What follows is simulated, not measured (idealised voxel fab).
The process module presented herein is designated voxel wiring stack.
The width of the displayed cross-section, cut, is 240 nm; its cells are square, with a size of 5 nm.
Reading order for cross-sections: top band down to bottom band. Underlying form: a grid of square cells. Band size: one or more rows of cells. Band: top and bottom heights (nm) first, top before bottom; then materials from left to right, widths in nm. "throughout" marks a sole material filling the band edge to edge. "blank" denotes empty space. Heights are measured from 0, the level below which the as-received wafer is all one material; the lowest band has no bottom and continues downward, written as in "top 0, no bottom". A two-number width, for instance "30->40", indicates that the width is equal to the first number in the top row of the band and to the second number in the bottom row, and that it changes by a constant amount per row of cells. Given "nothing different" for a step, no cell of the cross-section differs between before and after that step. So "Enclosed void inventory" is basically the list of trapped voids: any empty space of 8 cells or more that can't reach the top through an opening. They're written width x height at distance, the distance being from the left edge, and it's all nm. Text after the settings on a step's line: the simulator's own remark on that step. overlay nm: mask right of planned place by this much (step with mask). Neg. = left.
**Below is the list of planned process steps**
step 1: RECEIVE [material Si]
step 2: CONFORMAL_DEP [material SiO2] [thk nm 10]
step 3: CONFORMAL_DEP [material SiN] [thk nm 5]
step 4: DIRECTIONAL_DEP [material lowk] [thk nm 15]
step 5: DIRECTIONAL_DEP [material aC] [thk nm 15]
step 6: PATTERN [tone open] [mask id METAL_1] [material resist] [width nm 30] [pitch nm 45] [thk nm 35] [overlay nm 0]
step 7: DIRECTIONAL_ETCH [etch materials aC] [depth nm 15]
step 8: STRIP [etch materials resist]
step 9: DIRECTIONAL_ETCH [etch materials lowk] [depth nm 15]
step 10: DIRECTIONAL_ETCH [etch materials SiN] [depth nm 5]
step 11: STRIP [etch materials aC]
step 12: CONFORMAL_DEP [material TiN] [thk nm 5]
step 13: FILL_DEP [material W] [thk nm 10]
step 14: CMP [height nm 30]
step 15: EPI [material Ru] [thk nm 5]
step 16: FILL_DEP [material SiCN] [thk nm 5]
step 17: DIRECTIONAL_DEP [material SiO2] [thk nm 10]
step 18: DIRECTIONAL_DEP [material aC] [thk nm 15]
step 19: PATTERN [tone open] [mask id PLUG_1] [material resist] [width nm 15] [pitch nm 45] [thk nm 30] [overlay nm 0]
step 20: DIRECTIONAL_ETCH [etch materials aC] [depth nm 15]
step 21: STRIP [etch materials resist]
step 22: DIRECTIONAL_ETCH [etch materials SiO2] [depth nm 10]
step 23: DIRECTIONAL_ETCH [etch materials SiCN] [depth nm 5]
step 24: STRIP [etch materials aC]
step 25: EPI [material Ru] [thk nm 10]
step 26: EPI [material Ru] [thk nm 5]
step 27: CONFORMAL_DEP [material SiN] [thk nm 5]
step 28: DIRECTIONAL_DEP [material lowk] [thk nm 25]
step 29: DIRECTIONAL_DEP [material aC] [thk nm 10]
step 30: PATTERN [tone open] [mask id METAL_2] [material resist] [width nm 30] [pitch nm 45] [thk nm 25] [overlay nm 0]
step 31: DIRECTIONAL_ETCH [etch materials aC] [depth nm 10]
step 32: STRIP [etch materials resist]
step 33: DIRECTIONAL_ETCH [etch materials lowk] [depth nm 25]
step 34: DIRECTIONAL_ETCH [etch materials SiN] [depth nm 5]
step 35: STRIP [etch materials aC]
step 36: CONFORMAL_DEP [material TiN] [thk nm 5]
step 37: FILL_DEP [material W] [thk nm 10]
step 38: CMP [height nm 80]
step 39: CONFORMAL_DEP [material SiCN] [thk nm 5]
**Here's what the wafer looked like in cross-section when it arrived - that's after step 1**
- top 0, no bottom = Si throughout
- Enclosed void inventory: none
**Cross-section at module end, one run error; start and plan unchanged from above**
- top 85, bottom 80 = SiCN throughout
- top 80, bottom 55 = W: 75  TiN: 5  lowk: 30  TiN: 5  W: 5  TiN: 5  lowk: 30  TiN: 5  W: 80
- top 55, bottom 50 = TiN: 80  SiN: 30  TiN: 15  SiN: 30  TiN: 85
- top 50, bottom 40 = SiO2: 80  Ru: 15  SiO2: 30  Ru: 15  SiO2: 100
- top 40, bottom 30 = SiCN: 80->75  Ru: 15->40  SiCN: 30->5  Ru: 15->40  SiCN: 100->80
- top 30, bottom 15 = lowk: 80  TiN: 5  W: 20  TiN: 5  lowk: 15  TiN: 5  W: 20  TiN: 5  lowk: 85
- top 15, bottom 10 = SiN: 80  TiN: 30  SiN: 15  TiN: 30  SiN: 85
- top 10, bottom 0 = SiO2 throughout
- top 0, no bottom = Si throughout
- Enclosed void inventory: none
Deviation from plan: the process deviated at step 30: the operation and settings actually run there were PATTERN [tone cover] [mask id METAL_2] [material resist] [width nm 30] [pitch nm 45] [thk nm 25] [overlay nm 0]
